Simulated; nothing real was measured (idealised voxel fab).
Name of the process module below: voxel self aligned contacts
The cross-section on display is named cut; it measures 200 nm wide, and its cells are 5 nm squares.
When this document writes out a cross-section, it uses a grid of square cells and lists it as bands, beginning at the top and moving down, with a band standing for one or more rows of cells.
First you get the band's top height and its bottom height, in nm, and then the materials it's made of, left to right, with each width in nm. If you see a single material with "full width", that one covers the band edge to edge. "air" is empty space.
Heights from 0 (as-received wafer is one material below). Bottom band endless downward, as "0 and below".
The notation "30..40" denotes a width that varies across the rows of cells in the band, beginning at the first number in the top row, finishing at the second number in the bottom row, and changing by an identical amount from each row to the next.
Given "nothing was modified" for a step, no cell of the cross-section differs between before and after that step.
Voids not open to the top, 8 cells minimum: see "Closed void listing". Written width x height at distance; distance is from the left edge; nm.
The remark found on a step's line after its settings is issued by the simulator itself and pertains to that step.
Regarding "overlay nm": on a step with a mask, it is the distance the mask lay to the right of its planned place; a negative value places it to the left.
-- Here's what the planned process steps look like
1. RECEIVE: material Si
2. CONFORMAL_DEP: material SiO2, thk nm 5
3. DIRECTIONAL_DEP: material polySi, thk nm 25
4. DIRECTIONAL_DEP: material SiN, thk nm 20
5. DIRECTIONAL_DEP: material aC, thk nm 15
6. PATTERN: tone cover, mask id GATE, material resist, width nm 35, pitch nm 70, thk nm 35, overlay nm 0
7. DIRECTIONAL_ETCH: etch materials aC, depth nm 15
8. STRIP: etch materials resist
9. DIRECTIONAL_ETCH: etch materials SiN, depth nm 20
10. DIRECTIONAL_ETCH: etch materials polySi, depth nm 25
11. STRIP: etch materials aC
12. CONFORMAL_DEP: material SiN, thk nm 10
13. DIRECTIONAL_ETCH: etch materials SiN, depth nm 10
14. FILL_DEP: material SiO2, thk nm 10
15. CMP: height nm 55
16. PATTERN: tone open, mask id CONTACT, material resist, width nm 55, thk nm 15, overlay nm 0
17. DIRECTIONAL_ETCH: etch materials SiO2, depth nm 55
18. STRIP: etch materials resist
19. CONFORMAL_DEP: material TiN, thk nm 5
20. FILL_DEP: material W, thk nm 5
21. CMP: height nm 55
22. CONFORMAL_DEP: material SiN, thk nm 5
-- Shown in cross-section is the wafer as received, that is, as it stands after step 1
    0 and below  Si full width
    Closed void listing: none
-- Module complete - cross-section of the first of two wafers, run according to plan
    60 down to 55  SiN full width
    55 down to 50  SiO2: 70, TiN: 25, W: 5, TiN: 25, SiO2: 75
    50 down to 30  SiO2: 35, SiN: 55, TiN: 5, W: 5, TiN: 5, SiN: 55, SiO2: 40
    30 down to 5  SiO2: 35, SiN: 10, polySi: 35, SiN: 10, TiN: 5, W: 5, TiN: 5, SiN: 10, polySi: 35, SiN: 10, SiO2: 40
    5 down to 0  SiO2: 90, TiN: 15, SiO2: 95
    0 and below  Si full width
    Closed void listing: none
-- Wafer two, end of module, cross-section. Same start, same plan as wafer one. One mistake in the run
    60 down to 55  SiN full width
    55 down to 50  SiO2: 70, TiN: 55, SiO2: 75
    50 down to 30  SiN: 55, SiO2: 15, SiN: 55, SiO2: 15, SiN: 60
    30 down to 5  polySi: 45, SiN: 10, SiO2: 15, SiN: 10, polySi: 35, SiN: 10, SiO2: 15, SiN: 10, polySi: 50
    5 down to 0  SiO2 full width
    0 and below  Si full width
    Closed void listing: none
Error vs. plan: it should be noted that step 6 was executed with settings other than those planned, the operation and settings actually applied being PATTERN: tone open, mask id GATE, material resist, width nm 35, pitch nm 70, thk nm 35, overlay nm 0
FYI, end of process, the second wafer has more or fewer cells of some materials than the first: SiN +48; SiO2 -78; TiN -20; W -10; polySi +60
